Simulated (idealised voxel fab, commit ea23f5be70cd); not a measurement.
Process module heading - voxel released beams
The cross-section shown here is cut; it is 185 nm wide and divided into square cells measuring 5 nm on a side.
We lay out every cross-section as a grid of square cells and spell it out in bands from the top down, where one band means one or more rows of cells.
In this notation a band is specified by the heights of its top and bottom, in that order and in nm, after which its materials appear from left to right, each paired with its width in nm. The word "all across" attached to a single material means that material fills the band from edge to edge; the word "blank" stands for empty space.
Basically, 0 is our baseline, since under it the wafer straight out of the box is all one material. The bottom band has no lower end and keeps on going down, so it looks like "z 0 and below".
Width "30..40": first value at the band's top row of cells, second value at its bottom row, equal change from row to row.
The designation "nothing was modified", where it is given for a processing step, indicates that no cell of the cross-section was altered in the course of that step.
Closed empty spaces (no open way to the top) of 8 cells or more are what "Closed-off voids" lists, each as width x height at distance from the left edge, nm for all three.
Formally, on a step line, whatever follows the settings is a remark that the simulator itself makes on the step.
overlay nm: on a step with a mask, how far right of its planned place the mask lay; negative means left.

Here's what the planned process steps look like:
1. RECEIVE [material Si]
2. CONFORMAL_DEP [material SiN] [thk nm 10]
3. DIRECTIONAL_DEP [material SiO2] [thk nm 10]
4. PATTERN [tone open] [mask id ANCHOR] [material resist] [width nm 25] [thk nm 15] [overlay nm 0]
5. DIRECTIONAL_ETCH [etch materials SiO2] [depth nm 10]
6. STRIP [etch materials resist]
7. CONFORMAL_DEP [material TiN] [thk nm 10]
8. MASKED_ETCH [tone cover] [mask id BEAM] [width nm 95] [etch materials TiN] [depth nm 10] [overlay nm 0]
9. STRIP [etch materials SiO2]

This is the cross-section of the wafer as we received it, i.e. after step 1:
z 0 and below | Si all across
Closed-off voids: none

First of two wafers, end-of-module section, run followed plan:
z 30 to 20 | blank: 40, TiN: 15, blank: 5, TiN: 75, blank: 50
z 20 to 10 | blank: 45, TiN: 25, blank: 115
z 10 to 0 | SiN all across
z 0 and below | Si all across
Closed-off voids: none

Cross-section, second wafer: same start as the first, same plan as the first, one mistake in running it; taken at the end of the module:
z 30 to 20 | blank: 35, TiN: 20, blank: 5, TiN: 80, blank: 45
z 20 to 10 | blank: 45, TiN: 25, blank: 115
z 10 to 0 | SiN all across
z 0 and below | Si all across
Closed-off voids: none
So what did we get wrong on this run? step 8 ran with different settings than intended, the actual operation and settings being MASKED_ETCH [tone cover] [mask id BEAM] [width nm 105] [etch materials TiN] [depth nm 10] [overlay nm 0]
Count the cells at the end and the second wafer has more or fewer of some materials than the first: +4 TiN
